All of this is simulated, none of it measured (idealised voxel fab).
Documented hereafter: the process module known as voxel ribs on slabs.
For reference, the cross-section in this document is cut, with width 220 nm and square cells of 5 nm.
Just so we're on the same page, the cross-sections are grids of square cells, and they're listed out in bands top to bottom, each band one or more rows deep.
Look at the band entry: it leads with the top's height and the bottom's height in nm. Then it lists the materials left to right, with a width in nm for each. The word "all across" on a single material says that material fills the band edge to edge. The word "blank" is empty space.
Where do heights start? At 0: under that level the wafer as delivered is made of one material only. And the lowest band has no floor; it just carries on downward, as in "z 0 and below".
Graded width ("30..40"): value in top row of band = first number; value in bottom row = second number; row-to-row change constant.
Where a step carries "no alterations made", the cross-section came out of it unchanged, cell for cell.
In the "Enclosed cavity list" entry, you get each enclosed empty space of 8 cells or more, one with no open way to the top, written width x height at distance, distance from the left edge, in nm.
Read whatever lies past the settings on a step's line as the simulator's own remark about the step.
overlay nm: step with mask; distance mask lay right of planned place; negative value = left of planned place.

LIST OF PLANNED PROCESS STEPS
1. RECEIVE,material Si
2. DIRECTIONAL_DEP,material SiO2,thk nm 30
3. DIRECTIONAL_DEP,material polySi,thk nm 15
4. MASKED_ETCH,tone cover,mask id RIB,width nm 15,etch materials polySi,depth nm 10,overlay nm 0
5. MASKED_ETCH,tone cover,mask id SLAB,width nm 65,etch materials polySi,depth nm 5,overlay nm 0
6. FILL_DEP,material SiO2,thk nm 25
7. CMP,height nm 65
8. DIRECTIONAL_DEP,material TiN,thk nm 10
9. PATTERN,tone cover,mask id HEATER,material resist,width nm 25,thk nm 20,overlay nm 0
10. DIRECTIONAL_ETCH,etch materials TiN,depth nm 10
11. STRIP,etch materials resist
12. CONFORMAL_DEP,material SiO2,thk nm 5

RUN AS PLANNED: FIRST OF TWO WAFERS

CROSS-SECTION: WAFER ON ARRIVAL = AFTER STEP 1
z 0 and below  Si all across
Enclosed cavity list: none

YOU'RE LOOKING AT A CROSS-SECTION OF THE WAFER AFTER STEP 2
z 30 to 0  SiO2 all across
At heights below 0, the structure remains unaltered.

YOU'RE LOOKING AT A CROSS-SECTION OF THE WAFER AFTER STEP 3
z 45 to 30  polySi all across
At heights below 30, the structure remains unaltered.

YOU'RE LOOKING AT A CROSS-SECTION OF THE WAFER AFTER STEP 4
z 45 to 35  100 nm blank / 15 nm polySi / 105 nm blank
At heights below 35, the structure remains unaltered.

YOU'RE LOOKING AT A CROSS-SECTION OF THE WAFER AFTER STEP 5
z 45 to 35  100 nm blank / 15 nm polySi / 105 nm blank
z 35 to 30  75 nm blank / 65 nm polySi / 80 nm blank
At heights below 30, the structure remains unaltered.

YOU'RE LOOKING AT A CROSS-SECTION OF THE WAFER AFTER STEP 6
z 70 to 45  SiO2 all across
z 45 to 35  100 nm SiO2 / 15 nm polySi / 105 nm SiO2
z 35 to 30  75 nm SiO2 / 65 nm polySi / 80 nm SiO2
At heights below 30, the structure remains unaltered.

YOU'RE LOOKING AT A CROSS-SECTION OF THE WAFER AFTER STEP 7
z 65 to 45  SiO2 all across
At heights below 45, the structure remains unaltered.

YOU'RE LOOKING AT A CROSS-SECTION OF THE WAFER AFTER STEP 8
z 75 to 65  TiN all across
At heights below 65, the structure remains unaltered.

YOU'RE LOOKING AT A CROSS-SECTION OF THE WAFER AFTER STEP 9
z 95 to 75  95 nm blank / 25 nm resist / 100 nm blank
At heights below 75, the structure remains unaltered.

YOU'RE LOOKING AT A CROSS-SECTION OF THE WAFER AFTER STEP 10
z 95 to 75  95 nm blank / 25 nm resist / 100 nm blank
z 75 to 65  95 nm blank / 25 nm TiN / 100 nm blank
At heights below 65, the structure remains unaltered.

YOU'RE LOOKING AT A CROSS-SECTION OF THE WAFER AFTER STEP 11
z 75 to 65  95 nm blank / 25 nm TiN / 100 nm blank
At heights below 65, the structure remains unaltered.

YOU'RE LOOKING AT A CROSS-SECTION OF THE WAFER AFTER STEP 12
z 80 to 75  90 nm blank / 35 nm SiO2 / 95 nm blank
z 75 to 70  90 nm blank / 5 nm SiO2 / 25 nm TiN / 5 nm SiO2 / 95 nm blank
z 70 to 65  95 nm SiO2 / 25 nm TiN / 100 nm SiO2
At heights below 65, the structure remains unaltered.

WAFER TWO OF TWO - SAME STARTING POINT, SAME PROCESS PLAN, ONE MISTAKE IN EXECUTION; MATCHES WAFER ONE UP TO AND INCLUDING STEP 6

CROSS-SECTION OF THE SECOND WAFER AT THE TIME STEP 7 OF THE PLAN SHOULD HAVE ENDED
z 60 to 45  SiO2 all across
At heights below 45, the structure remains unaltered.

CROSS-SECTION OF THE SECOND WAFER AT THE TIME STEP 8 OF THE PLAN SHOULD HAVE ENDED
z 70 to 60  TiN all across
At heights below 60, the structure remains unaltered.

CROSS-SECTION OF THE SECOND WAFER AT THE TIME STEP 9 OF THE PLAN SHOULD HAVE ENDED
z 90 to 70  95 nm blank / 25 nm resist / 100 nm blank
At heights below 70, the structure remains unaltered.

CROSS-SECTION OF THE SECOND WAFER AT THE TIME STEP 10 OF THE PLAN SHOULD HAVE ENDED
z 90 to 70  95 nm blank / 25 nm resist / 100 nm blank
z 70 to 60  95 nm blank / 25 nm TiN / 100 nm blank
At heights below 60, the structure remains unaltered.

CROSS-SECTION OF THE SECOND WAFER AT THE TIME STEP 11 OF THE PLAN SHOULD HAVE ENDED
z 70 to 60  95 nm blank / 25 nm TiN / 100 nm blank
At heights below 60, the structure remains unaltered.

CROSS-SECTION OF THE SECOND WAFER AT THE TIME STEP 12 OF THE PLAN SHOULD HAVE ENDED
z 75 to 70  90 nm blank / 35 nm SiO2 / 95 nm blank
z 70 to 65  90 nm blank / 5 nm SiO2 / 25 nm TiN / 5 nm SiO2 / 95 nm blank
z 65 to 60  95 nm SiO2 / 25 nm TiN / 100 nm SiO2
At heights below 60, the structure remains unaltered.
In executing the process, a mistake was made relative to the plan: step 7 was processed under conditions differing from the plan, specifically as CMP,height nm 60
Final wafer comparison in cells, second versus first, more or fewer per material: SiO2: 44 fewer
